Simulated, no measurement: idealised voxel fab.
process module | voxel air gaps
cross-section cut | 295 nm wide | cells 5 nm
A cross-section is a grid of square cells, given in bands from the top down. A band is one or more rows of cells.
Each band's line starts with the height of the band's top and of its bottom, in nm. Then come its materials from left to right, each with its width in nm. One material with "throughout" fills the band from edge to edge. "air" is empty space.
Height 0 is the level under which the wafer as received is all one material. The lowest band goes on downwards, as in "0 down".
A width such as "30 to 40" changes by the same amount from each row of cells to the next, from the band's top row to its bottom row.
"no change" after a step means that no cell of the cross-section changed.
closed voids: empty space of 8 cells or more with no open way to the top, each as width x height at its distance from the left edge, in nm
after a step's settings: what the simulator itself notes on the step
overlay nm, on a step with a mask: how far to the right of its planned place the mask lay; to the left if negative
plan
1 op RECEIVE | material Si
2 op CONFORMAL_DEP | material SiO2 | thk nm 15
3 op CONFORMAL_DEP | material SiCN | thk nm 5
4 op DIRECTIONAL_DEP | material SiO2 | thk nm 40
5 op PATTERN | tone open | mask id LINES | material resist | width nm 20 | pitch nm 45 | thk nm 15 | overlay nm 0
6 op DIRECTIONAL_ETCH | etch materials SiO2 | depth nm 40
7 op STRIP | etch materials resist
8 op CONFORMAL_DEP | material TiN | thk nm 5
9 op FILL_DEP | material Ru | thk nm 10
10 op CMP | height nm 60
11 op EPI | material Ru | thk nm 10
12 op SELECTIVE_ETCH | etch materials SiO2 | depth nm 50
13 op CONFORMAL_DEP | material SiCN | thk nm 5
as received, after step 1
  0 down: Si throughout
  closed voids: none
first wafer at the end, as planned
  75 to 70: air 55 | SiCN 185 | air 55
  70 to 60: air 55 | SiCN 5 | Ru 40 | SiCN 5 | Ru 40 | SiCN 5 | Ru 40 | SiCN 5 | Ru 40 | SiCN 5 | air 55
  60 to 55: air 55 | SiCN 15 | TiN 5 | Ru 10 | TiN 5 | SiCN 25 | TiN 5 | Ru 10 | TiN 5 | SiCN 25 | TiN 5 | Ru 10 | TiN 5 | SiCN 25 | TiN 5 | Ru 10 | TiN 5 | SiCN 15 | air 55
  55 to 25: air 65 | SiCN 5 | TiN 5 | Ru 10 | TiN 5 | SiCN 5 | air 15 | SiCN 5 | TiN 5 | Ru 10 | TiN 5 | SiCN 5 | air 15 | SiCN 5 | TiN 5 | Ru 10 | TiN 5 | SiCN 5 | air 15 | SiCN 5 | TiN 5 | Ru 10 | TiN 5 | SiCN 5 | air 65
  25 to 20: SiCN 70 | TiN 20 | SiCN 25 | TiN 20 | SiCN 25 | TiN 20 | SiCN 25 | TiN 20 | SiCN 70
  20 to 15: SiCN throughout
  15 to 0: SiO2 throughout
  0 down: Si throughout
  closed voids: 15 x 30 at 95; 15 x 30 at 140; 15 x 30 at 185
second wafer at the end: like start, like plan, one mistake
  75 to 70: air 55 | SiCN 185 | air 55
  70 to 60: air 55 | SiCN 5 | Ru 40 | SiCN 5 | Ru 40 | SiCN 5 | Ru 40 | SiCN 5 | Ru 40 | SiCN 5 | air 55
  60 to 55: air 55 | SiCN 15 | TiN 5 | Ru 10 | TiN 5 | SiCN 25 | TiN 5 | Ru 10 | TiN 5 | SiCN 25 | TiN 5 | Ru 10 | TiN 5 | SiCN 25 | TiN 5 | Ru 10 | TiN 5 | SiCN 15 | air 55
  55 to 40: air 65 | SiCN 5 | TiN 5 | Ru 10 | TiN 5 | SiCN 5 | air 15 | SiCN 5 | TiN 5 | Ru 10 | TiN 5 | SiCN 5 | air 15 | SiCN 5 | TiN 5 | Ru 10 | TiN 5 | SiCN 5 | air 15 | SiCN 5 | TiN 5 | Ru 10 | TiN 5 | SiCN 5 | air 65
  40 to 35: SiCN 70 | TiN 20 | SiCN 25 | TiN 20 | SiCN 25 | TiN 20 | SiCN 25 | TiN 20 | SiCN 70
  35 to 30: SiCN throughout
  30 to 0: SiO2 throughout
  0 down: Si throughout
  closed voids: 15 x 15 at 95; 15 x 15 at 140; 15 x 15 at 185
what went wrong: step 2 was run twice
at the end the second wafer has, in cells: 24 fewer of Ru | 24 fewer of SiCN | 177 more of SiO2 | 24 fewer of TiN
